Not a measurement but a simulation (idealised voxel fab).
Module name: voxel gate over fins (process module)
Each square cell in cross-section cut measures 5 nm, and the section as a whole is 240 nm wide.
Heads up, the way a cross-section reads in here is a grid of square cells, handed over as bands from the top down, with every band being one or more rows of cells.
What a band's entry tells you: where the top is and where the bottom is, as heights in nm, and after that what lies inside, material by material from left to right, each with its width in nm. Empty space is written as the word "air", and a single material marked with the word "all across" occupies the band from edge to edge.
Height datum 0, below which the as-received substrate wafer is one material. Lowest band open at the bottom, running downward: "0 down".
Top row gets the first number, bottom row gets the second, and each row in between changes by the same step: that is how a band width like "30->40" works.
No cell of the cross-section changed in a step that is given as "identical to before".
"Closed cavities" - sealed voids, min. 8 cells, no opening to top; format: width x height at distance (distance from left edge; nm throughout).
It should be noted that, on the line of a given step, the content following the step's settings is a remark produced by the simulator itself with respect to that step.
overlay nm: mask right of planned place by this much (step with mask). Neg. = left.
Read each pair as before and after one process step. The after cross-section shows only down to the lowest band that changed. The step between them and its settings are given below the pair. Pairs can come from different runs of this module on the same starting wafer. A pair continues from the pair above only where its "Pre-process cross-section" entry says so.
-- Pre-process cross-section
0 down = Si all across
Closed cavities: none
-- Resulting Structure
5 to 0 = SiN all across
Anything lower than 0 is untouched.
Closed cavities: none
Step taken after the before cross-section and before the after cross-section above: op CONFORMAL_DEP | material SiN | thk nm 5
Pre-process cross-section: see the after view in the pair directly above.
-- Resulting Structure
25 to 5 = 80 of air / 15 of resist / 45 of air / 15 of resist / 85 of air
Anything lower than 5 is untouched.
Closed cavities: none
Step taken after the before cross-section and before the after cross-section above: op PATTERN | tone cover | mask id FINS | material resist | width nm 15 | pitch nm 60 | thk nm 20 | overlay nm 0
Pre-process cross-section: see the after view in the pair directly above.
-- Resulting Structure
25 to 5 = 80 of air / 15 of resist / 45 of air / 15 of resist / 85 of air
5 to 0 = 80 of air / 15 of SiN / 45 of air / 15 of SiN / 85 of air
Anything lower than 0 is untouched.
Closed cavities: none
Step taken after the before cross-section and before the after cross-section above: op DIRECTIONAL_ETCH | etch materials SiN | depth nm 5
Pre-process cross-section: see the after view in the pair directly above.
-- Resulting Structure
25 to 5 = 80 of air / 15 of resist / 45 of air / 15 of resist / 85 of air
5 to 0 = 80 of air / 15 of SiN / 45 of air / 15 of SiN / 85 of air
0 to -35 = 80 of air / 15 of Si / 45 of air / 15 of Si / 85 of air
Anything lower than -35 is untouched.
Closed cavities: none
Step taken after the before cross-section and before the after cross-section above: op DIRECTIONAL_ETCH | etch materials Si | depth nm 35
Pre-process cross-section: see the after view in the pair directly above.
-- Resulting Structure
5 to 0 = 80 of air / 15 of SiN / 45 of air / 15 of SiN / 85 of air
Anything lower than 0 is untouched.
Closed cavities: none
Step taken after the before cross-section and before the after cross-section above: op STRIP | etch materials resist
Pre-process cross-section: see the after view in the pair directly above.
-- Resulting Structure
5 to 0 = 80 of air / 15 of SiN / 45 of air / 15 of SiN / 85 of air
0 to -35 = 80 of air / 5 of SiO2 / 5 of Si / 5 of SiO2 / 45 of air / 5 of SiO2 / 5 of Si / 5 of SiO2 / 85 of air
-35 to -40 = 85 of SiO2 / 5 of Si / 55 of SiO2 / 5 of Si / 90 of SiO2
Anything lower than -40 is untouched.
Closed cavities: none
Step taken after the before cross-section and before the after cross-section above: op OXIDIZE | depth nm 5
Pre-process cross-section: see the after view in the pair directly above.
-- Resulting Structure
20 to 5 = SiO2 all across
5 to 0 = 80 of SiO2 / 15 of SiN / 45 of SiO2 / 15 of SiN / 85 of SiO2
0 to -40 = 85 of SiO2 / 5 of Si / 55 of SiO2 / 5 of Si / 90 of SiO2
Anything lower than -40 is untouched.
Closed cavities: none
Step taken after the before cross-section and before the after cross-section above: op FILL_DEP | material SiO2 | thk nm 15
Pre-process cross-section: see the after view in the pair directly above.
-- Resulting Structure
5 to 0 = 80 of SiO2 / 15 of SiN / 45 of SiO2 / 15 of SiN / 85 of SiO2
Anything lower than 0 is untouched.
Closed cavities: none
Step taken after the before cross-section and before the after cross-section above: op CMP | height nm 5
Pre-process cross-section: see the after view in the pair directly above.
-- Resulting Structure
5 to 0 = 80 of SiO2 / 15 of SiN / 15 of SiO2 / 15 of air / 15 of SiO2 / 15 of SiN / 85 of SiO2
0 to -30 = 85 of SiO2 / 5 of Si / 20 of SiO2 / 15 of air / 20 of SiO2 / 5 of Si / 90 of SiO2
Anything lower than -30 is untouched.
Closed cavities: none
Step taken after the before cross-section and before the after cross-section above: op MASKED_ETCH | tone open | mask id RAIL | width nm 15 | etch materials SiO2 | depth nm 35 | overlay nm 0
Pre-process cross-section: see the after view in the pair directly above.
-- Resulting Structure
10 to 5 = 115 of TiN / 5 of air / 120 of TiN
5 to 0 = 80 of SiO2 / 15 of SiN / 15 of SiO2 / 5 of TiN / 5 of air / 5 of TiN / 15 of SiO2 / 15 of SiN / 85 of SiO2
0 to -25 = 85 of SiO2 / 5 of Si / 20 of SiO2 / 5 of TiN / 5 of air / 5 of TiN / 20 of SiO2 / 5 of Si / 90 of SiO2
-25 to -30 = 85 of SiO2 / 5 of Si / 20 of SiO2 / 15 of TiN / 20 of SiO2 / 5 of Si / 90 of SiO2
Anything lower than -30 is untouched.
Closed cavities: none
Step taken after the before cross-section and before the after cross-section above: op CONFORMAL_DEP | material TiN | thk nm 5
Pre-process cross-section: see the after view in the pair directly above.
-- Resulting Structure
15 to 10 = W all across
10 to 5 = 115 of TiN / 5 of W / 120 of TiN
5 to 0 = 80 of SiO2 / 15 of SiN / 15 of SiO2 / 5 of TiN / 5 of W / 5 of TiN / 15 of SiO2 / 15 of SiN / 85 of SiO2
0 to -25 = 85 of SiO2 / 5 of Si / 20 of SiO2 / 5 of TiN / 5 of W / 5 of TiN / 20 of SiO2 / 5 of Si / 90 of SiO2
Anything lower than -25 is untouched.
Closed cavities: none
Step taken after the before cross-section and before the after cross-section above: op FILL_DEP | material W | thk nm 5
Pre-process cross-section: see the after view in the pair directly above.
-- Resulting Structure
5 to 0 = 80 of SiO2 / 15 of SiN / 15 of SiO2 / 5 of TiN / 5 of W / 5 of TiN / 15 of SiO2 / 15 of SiN / 85 of SiO2
Anything lower than 0 is untouched.
Closed cavities: none
Step taken after the before cross-section and before the after cross-section above: op CMP | height nm 5
Pre-process cross-section: see the after view in the pair directly above.
-- Resulting Structure
5 to 0 = 80 of SiO2 / 15 of SiN / 15 of SiO2 / 15 of air / 15 of SiO2 / 15 of SiN / 85 of SiO2
0 to -25 = 85 of SiO2 / 5 of Si / 20 of SiO2 / 15 of air / 20 of SiO2 / 5 of Si / 90 of SiO2
Anything lower than -25 is untouched.
Closed cavities: none
Step taken after the before cross-section and before the after cross-section above: op SELECTIVE_ETCH | etch materials W Ru TiN | depth nm 30
Pre-process cross-section: see the after view in the pair directly above.
-- Resulting Structure
10 to 5 = SiO2 all across
5 to 0 = 80 of SiO2 / 15 of SiN / 45 of SiO2 / 15 of SiN / 85 of SiO2
0 to -25 = 85 of SiO2 / 5 of Si / 55 of SiO2 / 5 of Si / 90 of SiO2
Anything lower than -25 is untouched.
Closed cavities: none
Step taken after the before cross-section and before the after cross-section above: op FILL_DEP | material SiO2 | thk nm 5
Pre-process cross-section: see the after view in the pair directly above.
-- Resulting Structure
5 to 0 = 80 of SiO2 / 15 of SiN / 45 of SiO2 / 15 of SiN / 85 of SiO2
Anything lower than 0 is untouched.
Closed cavities: none
Step taken after the before cross-section and before the after cross-section above: op CMP | height nm 5
Pre-process cross-section: see the after view in the pair directly above.
-- Resulting Structure
5 to 0 = 80 of air / 15 of SiN / 45 of air / 15 of SiN / 85 of air
0 to -15 = 85 of air / 5 of Si / 55 of air / 5 of Si / 90 of air
Anything lower than -15 is untouched.
Closed cavities: none
Step taken after the before cross-section and before the after cross-section above: op SELECTIVE_ETCH | etch materials SiO2 | depth nm 20
Pre-process cross-section: see the after view in the pair directly above.
-- Resulting Structure
0 to -15 = 85 of air / 5 of Si / 55 of air / 5 of Si / 90 of air
Anything lower than -15 is untouched.
Closed cavities: none
Step taken after the before cross-section and before the after cross-section above: op STRIP | etch materials SiN
Pre-process cross-section: see the after view in the pair directly above.
-- Resulting Structure
5 to 0 = 80 of air / 15 of HfO2 / 45 of air / 15 of HfO2 / 85 of air
0 to -10 = 80 of air / 5 of HfO2 / 5 of Si / 5 of HfO2 / 45 of air / 5 of HfO2 / 5 of Si / 5 of HfO2 / 85 of air
-10 to -15 = 85 of HfO2 / 5 of Si / 55 of HfO2 / 5 of Si / 90 of HfO2
Anything lower than -15 is untouched.
Closed cavities: none
Step taken after the before cross-section and before the after cross-section above: op CONFORMAL_DEP | material HfO2 | thk nm 5
Pre-process cross-section: see the after view in the pair directly above.
-- Resulting Structure
10 to 5 = 75 of air / 25 of TiN / 35 of air / 25 of TiN / 80 of air
5 to 0 = 75 of air / 5 of TiN / 15 of HfO2 / 5 of TiN / 35 of air / 5 of TiN / 15 of HfO2 / 5 of TiN / 80 of air
0 to -5 = 75 of air / 5 of TiN / 5 of HfO2 / 5 of Si / 5 of HfO2 / 5 of TiN / 35 of air / 5 of TiN / 5 of HfO2 / 5 of Si / 5 of HfO2 / 5 of TiN / 80 of air
-5 to -10 = 80 of TiN / 5 of HfO2 / 5 of Si / 5 of HfO2 / 45 of TiN / 5 of HfO2 / 5 of Si / 5 of HfO2 / 85 of TiN
Anything lower than -10 is untouched.
Closed cavities: none
Step taken after the before cross-section and before the after cross-section above: op CONFORMAL_DEP | material TiN | thk nm 5
Pre-process cross-section: see the after view in the pair directly above.
-- Resulting Structure
15 to 10 = 70 of air / 35 of TiAl / 25 of air / 35 of TiAl / 75 of air
10 to 5 = 70 of air / 5 of TiAl / 25 of TiN / 5 of TiAl / 25 of air / 5 of TiAl / 25 of TiN / 5 of TiAl / 75 of air
5 to 0 = 70 of air / 5 of TiAl / 5 of TiN / 15 of HfO2 / 5 of TiN / 5 of TiAl / 25 of air / 5 of TiAl / 5 of TiN / 15 of HfO2 / 5 of TiN / 5 of TiAl / 75 of air
0 to -5 = 75 of TiAl / 5 of TiN / 5 of HfO2 / 5 of Si / 5 of HfO2 / 5 of TiN / 35 of TiAl / 5 of TiN / 5 of HfO2 / 5 of Si / 5 of HfO2 / 5 of TiN / 80 of TiAl
Anything lower than -5 is untouched.
Closed cavities: none
Step taken after the before cross-section and before the after cross-section above: op CONFORMAL_DEP | material TiAl | thk nm 5
Pre-process cross-section: see the after view in the pair directly above.
-- Resulting Structure
20 to 15 = 65 of air / 45 of TiN / 15 of air / 45 of TiN / 70 of air
15 to 10 = 65 of air / 5 of TiN / 35 of TiAl / 5 of TiN / 15 of air / 5 of TiN / 35 of TiAl / 5 of TiN / 70 of air
10 to 5 = 65 of air / 5 of TiN / 5 of TiAl / 25 of TiN / 5 of TiAl / 5 of TiN / 15 of air / 5 of TiN / 5 of TiAl / 25 of TiN / 5 of TiAl / 5 of TiN / 70 of air
5 to 0 = 70 of TiN / 5 of TiAl / 5 of TiN / 15 of HfO2 / 5 of TiN / 5 of TiAl / 25 of TiN / 5 of TiAl / 5 of TiN / 15 of HfO2 / 5 of TiN / 5 of TiAl / 75 of TiN
Anything lower than 0 is untouched.
Closed cavities: none
Step taken after the before cross-section and before the after cross-section above: op CONFORMAL_DEP | material TiN | thk nm 5
Pre-process cross-section: see the after view in the pair directly above.
-- Resulting Structure
35 to 20 = W all across
20 to 15 = 65 of W / 45 of TiN / 15 of W / 45 of TiN / 70 of W
15 to 10 = 65 of W / 5 of TiN / 35 of TiAl / 5 of TiN / 15 of W / 5 of TiN / 35 of TiAl / 5 of TiN / 70 of W
10 to 5 = 65 of W / 5 of TiN / 5 of TiAl / 25 of TiN / 5 of TiAl / 5 of TiN / 15 of W / 5 of TiN / 5 of TiAl / 25 of TiN / 5 of TiAl / 5 of TiN / 70 of W
Anything lower than 5 is untouched.
Closed cavities: none
Step taken after the before cross-section and before the after cross-section above: op FILL_DEP | material W | thk nm 15
Pre-process cross-section: see the after view in the pair directly above.
-- Resulting Structure
30 to 20 = W all across
Anything lower than 20 is untouched.
Closed cavities: none
Step taken after the before cross-section and before the after cross-section above: op CMP | height nm 30
Pre-process cross-section: see the after view in the pair directly above.
-- Resulting Structure
35 to 30 = SiCN all across
Anything lower than 30 is untouched.
Closed cavities: none
Step taken after the before cross-section and before the after cross-section above: op CONFORMAL_DEP | material SiCN | thk nm 5
-- Pre-process cross-section
5 to 0 = 80 of air / 15 of HfO2 / 45 of air / 15 of HfO2 / 85 of air
0 to -10 = 80 of air / 5 of HfO2 / 5 of Si / 5 of HfO2 / 45 of air / 5 of HfO2 / 5 of Si / 5 of HfO2 / 85 of air
-10 to -15 = 85 of HfO2 / 5 of Si / 55 of HfO2 / 5 of Si / 90 of HfO2
-15 to -25 = 85 of SiO2 / 5 of Si / 55 of SiO2 / 5 of Si / 90 of SiO2
-25 to -30 = 85 of SiO2 / 5 of Si / 20 of SiO2 / 15 of TiN / 20 of SiO2 / 5 of Si / 90 of SiO2
-30 to -40 = 85 of SiO2 / 5 of Si / 55 of SiO2 / 5 of Si / 90 of SiO2
-40 down = Si all across
Closed cavities: none
-- Resulting Structure
10 to 5 = 75 of air / 25 of TiAl / 35 of air / 25 of TiAl / 80 of air
5 to 0 = 75 of air / 5 of TiAl / 15 of HfO2 / 5 of TiAl / 35 of air / 5 of TiAl / 15 of HfO2 / 5 of TiAl / 80 of air
0 to -5 = 75 of air / 5 of TiAl / 5 of HfO2 / 5 of Si / 5 of HfO2 / 5 of TiAl / 35 of air / 5 of TiAl / 5 of HfO2 / 5 of Si / 5 of HfO2 / 5 of TiAl / 80 of air
-5 to -10 = 80 of TiAl / 5 of HfO2 / 5 of Si / 5 of HfO2 / 45 of TiAl / 5 of HfO2 / 5 of Si / 5 of HfO2 / 85 of TiAl
Anything lower than -10 is untouched.
Closed cavities: none
Step taken after the before cross-section and before the after cross-section above: op CONFORMAL_DEP | material TiAl | thk nm 5
Pre-process cross-section: see the after view in the pair directly above.
-- Resulting Structure
15 to 10 = 70 of air / 35 of TiN / 25 of air / 35 of TiN / 75 of air
10 to 5 = 70 of air / 5 of TiN / 25 of TiAl / 5 of TiN / 25 of air / 5 of TiN / 25 of TiAl / 5 of TiN / 75 of air
5 to 0 = 70 of air / 5 of TiN / 5 of TiAl / 15 of HfO2 / 5 of TiAl / 5 of TiN / 25 of air / 5 of TiN / 5 of TiAl / 15 of HfO2 / 5 of TiAl / 5 of TiN / 75 of air
0 to -5 = 75 of TiN / 5 of TiAl / 5 of HfO2 / 5 of Si / 5 of HfO2 / 5 of TiAl / 35 of TiN / 5 of TiAl / 5 of HfO2 / 5 of Si / 5 of HfO2 / 5 of TiAl / 80 of TiN
Anything lower than -5 is untouched.
Closed cavities: none
Step taken after the before cross-section and before the after cross-section above: op CONFORMAL_DEP | material TiN | thk nm 5
Pre-process cross-section: see the after view in the pair directly above.
-- Resulting Structure
30 to 15 = W all across
15 to 10 = 70 of W / 35 of TiN / 25 of W / 35 of TiN / 75 of W
10 to 5 = 70 of W / 5 of TiN / 25 of TiAl / 5 of TiN / 25 of W / 5 of TiN / 25 of TiAl / 5 of TiN / 75 of W
5 to 0 = 70 of W / 5 of TiN / 5 of TiAl / 15 of HfO2 / 5 of TiAl / 5 of TiN / 25 of W / 5 of TiN / 5 of TiAl / 15 of HfO2 / 5 of TiAl / 5 of TiN / 75 of W
Anything lower than 0 is untouched.
Closed cavities: none
Step taken after the before cross-section and before the after cross-section above: op FILL_DEP | material W | thk nm 15
Pre-process cross-section: see the after view in the pair directly above.
-- Resulting Structure
35 to 30 = SiCN all across
Anything lower than 30 is untouched.
Closed cavities: none
Step taken after the before cross-section and before the after cross-section above: op CONFORMAL_DEP | material SiCN | thk nm 5
-- Pre-process cross-section
5 to 0 = 80 of air / 15 of SiN / 45 of air / 15 of SiN / 85 of air
0 to -15 = 85 of air / 5 of Si / 55 of air / 5 of Si / 90 of air
-15 to -25 = 85 of SiO2 / 5 of Si / 55 of SiO2 / 5 of Si / 90 of SiO2
-25 to -30 = 85 of SiO2 / 5 of Si / 20 of SiO2 / 15 of TiN / 20 of SiO2 / 5 of Si / 90 of SiO2
-30 to -40 = 85 of SiO2 / 5 of Si / 55 of SiO2 / 5 of Si / 90 of SiO2
-40 down = Si all across
Closed cavities: none
-- Resulting Structure
5 to 0 = 80 of air / 15 of SiN / 45 of air / 15 of SiN / 85 of air
0 to -25 = 85 of air / 5 of Si / 55 of air / 5 of Si / 90 of air
-25 to -30 = 85 of air / 5 of Si / 20 of air / 15 of TiN / 20 of air / 5 of Si / 90 of air
-30 to -35 = 85 of air / 5 of Si / 25 of air / 5 of SiO2 / 25 of air / 5 of Si / 90 of air
Anything lower than -35 is untouched.
Closed cavities: none
Step taken after the before cross-section and before the after cross-section above: op SELECTIVE_ETCH | etch materials SiO2 | depth nm 20
Pre-process cross-section: see the after view in the pair directly above.
-- Resulting Structure
0 to -25 = 85 of air / 5 of Si / 55 of air / 5 of Si / 90 of air
Anything lower than -25 is untouched.
Closed cavities: none
Step taken after the before cross-section and before the after cross-section above: op STRIP | etch materials SiN
Pre-process cross-section: see the after view in the pair directly above.
-- Resulting Structure
5 to 0 = 80 of air / 15 of HfO2 / 45 of air / 15 of HfO2 / 85 of air
0 to -20 = 80 of air / 5 of HfO2 / 5 of Si / 5 of HfO2 / 45 of air / 5 of HfO2 / 5 of Si / 5 of HfO2 / 85 of air
-20 to -25 = 80 of air / 5 of HfO2 / 5 of Si / 5 of HfO2 / 10 of air / 25 of HfO2 / 10 of air / 5 of HfO2 / 5 of Si / 5 of HfO2 / 85 of air
-25 to -30 = 80 of air / 5 of HfO2 / 5 of Si / 5 of HfO2 / 10 of air / 5 of HfO2 / 15 of TiN / 5 of HfO2 / 10 of air / 5 of HfO2 / 5 of Si / 5 of HfO2 / 85 of air
-30 to -35 = 85 of HfO2 / 5 of Si / 25 of HfO2 / 5 of SiO2 / 25 of HfO2 / 5 of Si / 90 of HfO2
Anything lower than -35 is untouched.
Closed cavities: none
Step taken after the before cross-section and before the after cross-section above: op CONFORMAL_DEP | material HfO2 | thk nm 5
Pre-process cross-section: see the after view in the pair directly above.
-- Resulting Structure
10 to 5 = 75 of air / 25 of TiN / 35 of air / 25 of TiN / 80 of air
5 to 0 = 75 of air / 5 of TiN / 15 of HfO2 / 5 of TiN / 35 of air / 5 of TiN / 15 of HfO2 / 5 of TiN / 80 of air
0 to -15 = 75 of air / 5 of TiN / 5 of HfO2 / 5 of Si / 5 of HfO2 / 5 of TiN / 35 of air / 5 of TiN / 5 of HfO2 / 5 of Si / 5 of HfO2 / 5 of TiN / 80 of air
-15 to -20 = 75 of air / 5 of TiN / 5 of HfO2 / 5 of Si / 5 of HfO2 / 45 of TiN / 5 of HfO2 / 5 of Si / 5 of HfO2 / 5 of TiN / 80 of air
-20 to -25 = 75 of air / 5 of TiN / 5 of HfO2 / 5 of Si / 5 of HfO2 / 10 of TiN / 25 of HfO2 / 10 of TiN / 5 of HfO2 / 5 of Si / 5 of HfO2 / 5 of TiN / 80 of air
-25 to -30 = 80 of TiN / 5 of HfO2 / 5 of Si / 5 of HfO2 / 10 of TiN / 5 of HfO2 / 15 of TiN / 5 of HfO2 / 10 of TiN / 5 of HfO2 / 5 of Si / 5 of HfO2 / 85 of TiN
Anything lower than -30 is untouched.
Closed cavities: none
Step taken after the before cross-section and before the after cross-section above: op CONFORMAL_DEP | material TiN | thk nm 5
Pre-process cross-section: see the after view in the pair directly above.
-- Resulting Structure
15 to 10 = 70 of air / 35 of TiAl / 25 of air / 35 of TiAl / 75 of air
10 to 5 = 70 of air / 5 of TiAl / 25 of TiN / 5 of TiAl / 25 of air / 5 of TiAl / 25 of TiN / 5 of TiAl / 75 of air
5 to 0 = 70 of air / 5 of TiAl / 5 of TiN / 15 of HfO2 / 5 of TiN / 5 of TiAl / 25 of air / 5 of TiAl / 5 of TiN / 15 of HfO2 / 5 of TiN / 5 of TiAl / 75 of air
0 to -10 = 70 of air / 5 of TiAl / 5 of TiN / 5 of HfO2 / 5 of Si / 5 of HfO2 / 5 of TiN / 5 of TiAl / 25 of air / 5 of TiAl / 5 of TiN / 5 of HfO2 / 5 of Si / 5 of HfO2 / 5 of TiN / 5 of TiAl / 75 of air
-10 to -15 = 70 of air / 5 of TiAl / 5 of TiN / 5 of HfO2 / 5 of Si / 5 of HfO2 / 5 of TiN / 35 of TiAl / 5 of TiN / 5 of HfO2 / 5 of Si / 5 of HfO2 / 5 of TiN / 5 of TiAl / 75 of air
-15 to -20 = 70 of air / 5 of TiAl / 5 of TiN / 5 of HfO2 / 5 of Si / 5 of HfO2 / 45 of TiN / 5 of HfO2 / 5 of Si / 5 of HfO2 / 5 of TiN / 5 of TiAl / 75 of air
-20 to -25 = 75 of TiAl / 5 of TiN / 5 of HfO2 / 5 of Si / 5 of HfO2 / 10 of TiN / 25 of HfO2 / 10 of TiN / 5 of HfO2 / 5 of Si / 5 of HfO2 / 5 of TiN / 80 of TiAl
Anything lower than -25 is untouched.
Closed cavities: none
Step taken after the before cross-section and before the after cross-section above: op CONFORMAL_DEP | material TiAl | thk nm 5
Pre-process cross-section: see the after view in the pair directly above.
-- Resulting Structure
20 to 15 = 65 of air / 45 of TiN / 15 of air / 45 of TiN / 70 of air
15 to 10 = 65 of air / 5 of TiN / 35 of TiAl / 5 of TiN / 15 of air / 5 of TiN / 35 of TiAl / 5 of TiN / 70 of air
10 to 5 = 65 of air / 5 of TiN / 5 of TiAl / 25 of TiN / 5 of TiAl / 5 of TiN / 15 of air / 5 of TiN / 5 of TiAl / 25 of TiN / 5 of TiAl / 5 of TiN / 70 of air
5 to 0 = 65 of air / 5 of TiN / 5 of TiAl / 5 of TiN / 15 of HfO2 / 5 of TiN / 5 of TiAl / 5 of TiN / 15 of air / 5 of TiN / 5 of TiAl / 5 of TiN / 15 of HfO2 / 5 of TiN / 5 of TiAl / 5 of TiN / 70 of air
0 to -5 = 65 of air / 5 of TiN / 5 of TiAl / 5 of TiN / 5 of HfO2 / 5 of Si / 5 of HfO2 / 5 of TiN / 5 of TiAl / 5 of TiN / 15 of air / 5 of TiN / 5 of TiAl / 5 of TiN / 5 of HfO2 / 5 of Si / 5 of HfO2 / 5 of TiN / 5 of TiAl / 5 of TiN / 70 of air
-5 to -10 = 65 of air / 5 of TiN / 5 of TiAl / 5 of TiN / 5 of HfO2 / 5 of Si / 5 of HfO2 / 5 of TiN / 5 of TiAl / 25 of TiN / 5 of TiAl / 5 of TiN / 5 of HfO2 / 5 of Si / 5 of HfO2 / 5 of TiN / 5 of TiAl / 5 of TiN / 70 of air
-10 to -15 = 65 of air / 5 of TiN / 5 of TiAl / 5 of TiN / 5 of HfO2 / 5 of Si / 5 of HfO2 / 5 of TiN / 35 of TiAl / 5 of TiN / 5 of HfO2 / 5 of Si / 5 of HfO2 / 5 of TiN / 5 of TiAl / 5 of TiN / 70 of air
-15 to -20 = 70 of TiN / 5 of TiAl / 5 of TiN / 5 of HfO2 / 5 of Si / 5 of HfO2 / 45 of TiN / 5 of HfO2 / 5 of Si / 5 of HfO2 / 5 of TiN / 5 of TiAl / 75 of TiN
Anything lower than -20 is untouched.
Closed cavities: none
Step taken after the before cross-section and before the after cross-section above: op CONFORMAL_DEP | material TiN | thk nm 5
Pre-process cross-section: see the after view in the pair directly above.
-- Resulting Structure
35 to 20 = W all across
20 to 15 = 65 of W / 45 of TiN / 15 of W / 45 of TiN / 70 of W
15 to 10 = 65 of W / 5 of TiN / 35 of TiAl / 5 of TiN / 15 of W / 5 of TiN / 35 of TiAl / 5 of TiN / 70 of W
10 to 5 = 65 of W / 5 of TiN / 5 of TiAl / 25 of TiN / 5 of TiAl / 5 of TiN / 15 of W / 5 of TiN / 5 of TiAl / 25 of TiN / 5 of TiAl / 5 of TiN / 70 of W
5 to 0 = 65 of W / 5 of TiN / 5 of TiAl / 5 of TiN / 15 of HfO2 / 5 of TiN / 5 of TiAl / 5 of TiN / 15 of W / 5 of TiN / 5 of TiAl / 5 of TiN / 15 of HfO2 / 5 of TiN / 5 of TiAl / 5 of TiN / 70 of W
0 to -5 = 65 of W / 5 of TiN / 5 of TiAl / 5 of TiN / 5 of HfO2 / 5 of Si / 5 of HfO2 / 5 of TiN / 5 of TiAl / 5 of TiN / 15 of W / 5 of TiN / 5 of TiAl / 5 of TiN / 5 of HfO2 / 5 of Si / 5 of HfO2 / 5 of TiN / 5 of TiAl / 5 of TiN / 70 of W
-5 to -10 = 65 of W / 5 of TiN / 5 of TiAl / 5 of TiN / 5 of HfO2 / 5 of Si / 5 of HfO2 / 5 of TiN / 5 of TiAl / 25 of TiN / 5 of TiAl / 5 of TiN / 5 of HfO2 / 5 of Si / 5 of HfO2 / 5 of TiN / 5 of TiAl / 5 of TiN / 70 of W
-10 to -15 = 65 of W / 5 of TiN / 5 of TiAl / 5 of TiN / 5 of HfO2 / 5 of Si / 5 of HfO2 / 5 of TiN / 35 of TiAl / 5 of TiN / 5 of HfO2 / 5 of Si / 5 of HfO2 / 5 of TiN / 5 of TiAl / 5 of TiN / 70 of W
Anything lower than -15 is untouched.
Closed cavities: none
Step taken after the before cross-section and before the after cross-section above: op FILL_DEP | material W | thk nm 15
Pre-process cross-section: see the after view in the pair directly above.
-- Resulting Structure
30 to 20 = W all across
Anything lower than 20 is untouched.
Closed cavities: none
Step taken after the before cross-section and before the after cross-section above: op CMP | height nm 30
Pre-process cross-section: see the after view in the pair directly above.
-- Resulting Structure
35 to 30 = SiCN all across
Anything lower than 30 is untouched.
Closed cavities: none
Step taken after the before cross-section and before the after cross-section above: op CONFORMAL_DEP | material SiCN | thk nm 5
-- Pre-process cross-section
10 to 5 = 75 of air / 25 of TiN / 35 of air / 25 of TiN / 80 of air
5 to 0 = 75 of air / 5 of TiN / 15 of HfO2 / 5 of TiN / 35 of air / 5 of TiN / 15 of HfO2 / 5 of TiN / 80 of air
0 to -5 = 75 of air / 5 of TiN / 5 of HfO2 / 5 of Si / 5 of HfO2 / 5 of TiN / 35 of air / 5 of TiN / 5 of HfO2 / 5 of Si / 5 of HfO2 / 5 of TiN / 80 of air
-5 to -10 = 80 of TiN / 5 of HfO2 / 5 of Si / 5 of HfO2 / 45 of TiN / 5 of HfO2 / 5 of Si / 5 of HfO2 / 85 of TiN
-10 to -15 = 85 of HfO2 / 5 of Si / 55 of HfO2 / 5 of Si / 90 of HfO2
-15 to -25 = 85 of SiO2 / 5 of Si / 55 of SiO2 / 5 of Si / 90 of SiO2
-25 to -30 = 85 of SiO2 / 5 of Si / 20 of SiO2 / 15 of TiN / 20 of SiO2 / 5 of Si / 90 of SiO2
-30 to -40 = 85 of SiO2 / 5 of Si / 55 of SiO2 / 5 of Si / 90 of SiO2
-40 down = Si all across
Closed cavities: none
-- Resulting Structure
15 to 5 = 70 of air / 35 of TiN / 25 of air / 35 of TiN / 75 of air
5 to 0 = 70 of air / 10 of TiN / 15 of HfO2 / 10 of TiN / 25 of air / 10 of TiN / 15 of HfO2 / 10 of TiN / 75 of air
0 to -10 = 80 of TiN / 5 of HfO2 / 5 of Si / 5 of HfO2 / 45 of TiN / 5 of HfO2 / 5 of Si / 5 of HfO2 / 85 of TiN
Anything lower than -10 is untouched.
Closed cavities: none
Step taken after the before cross-section and before the after cross-section above: op CONFORMAL_DEP | material TiN | thk nm 5
Pre-process cross-section: see the after view in the pair directly above.
-- Resulting Structure
20 to 15 = 65 of air / 45 of TiAl / 15 of air / 45 of TiAl / 70 of air
15 to 5 = 65 of air / 5 of TiAl / 35 of TiN / 5 of TiAl / 15 of air / 5 of TiAl / 35 of TiN / 5 of TiAl / 70 of air
5 to 0 = 70 of TiAl / 10 of TiN / 15 of HfO2 / 10 of TiN / 25 of TiAl / 10 of TiN / 15 of HfO2 / 10 of TiN / 75 of TiAl
Anything lower than 0 is untouched.
Closed cavities: none
Step taken after the before cross-section and before the after cross-section above: op CONFORMAL_DEP | material TiAl | thk nm 5
Pre-process cross-section: see the after view in the pair directly above.
-- Resulting Structure
35 to 20 = W all across
20 to 15 = 65 of W / 45 of TiAl / 15 of W / 45 of TiAl / 70 of W
15 to 5 = 65 of W / 5 of TiAl / 35 of TiN / 5 of TiAl / 15 of W / 5 of TiAl / 35 of TiN / 5 of TiAl / 70 of W
Anything lower than 5 is untouched.
Closed cavities: none
Step taken after the before cross-section and before the after cross-section above: op FILL_DEP | material W | thk nm 15
Pre-process cross-section: see the after view in the pair directly above.
-- Resulting Structure
30 to 20 = W all across
Anything lower than 20 is untouched.
Closed cavities: none
Step taken after the before cross-section and before the after cross-section above: op CMP | height nm 30
Pre-process cross-section: see the after view in the pair directly above.
-- Resulting Structure
35 to 30 = SiCN all across
Anything lower than 30 is untouched.
Closed cavities: none
Step taken after the before cross-section and before the after cross-section above: op CONFORMAL_DEP | material SiCN | thk nm 5
-- Pre-process cross-section
0 to -15 = 85 of air / 5 of Si / 55 of air / 5 of Si / 90 of air
-15 to -25 = 85 of SiO2 / 5 of Si / 55 of SiO2 / 5 of Si / 90 of SiO2
-25 to -30 = 85 of SiO2 / 5 of Si / 20 of SiO2 / 15 of TiN / 20 of SiO2 / 5 of Si / 90 of SiO2
-30 to -40 = 85 of SiO2 / 5 of Si / 55 of SiO2 / 5 of Si / 90 of SiO2
-40 down = Si all across
Closed cavities: none
-- Resulting Structure
15 to 0 = 70 of air / 35 of HfO2 / 25 of air / 35 of HfO2 / 75 of air
0 to -15 = 85 of HfO2 / 5 of Si / 55 of HfO2 / 5 of Si / 90 of HfO2
Anything lower than -15 is untouched.
Closed cavities: none
Step taken after the before cross-section and before the after cross-section above: op CONFORMAL_DEP | material HfO2 | thk nm 15
Pre-process cross-section: see the after view in the pair directly above.
-- Resulting Structure
20 to 15 = 65 of air / 45 of TiN / 15 of air / 45 of TiN / 70 of air
15 to 5 = 65 of air / 5 of TiN / 35 of HfO2 / 5 of TiN / 15 of air / 5 of TiN / 35 of HfO2 / 5 of TiN / 70 of air
5 to 0 = 70 of TiN / 35 of HfO2 / 25 of TiN / 35 of HfO2 / 75 of TiN
Anything lower than 0 is untouched.
Closed cavities: none
Step taken after the before cross-section and before the after cross-section above: op CONFORMAL_DEP | material TiN | thk nm 5
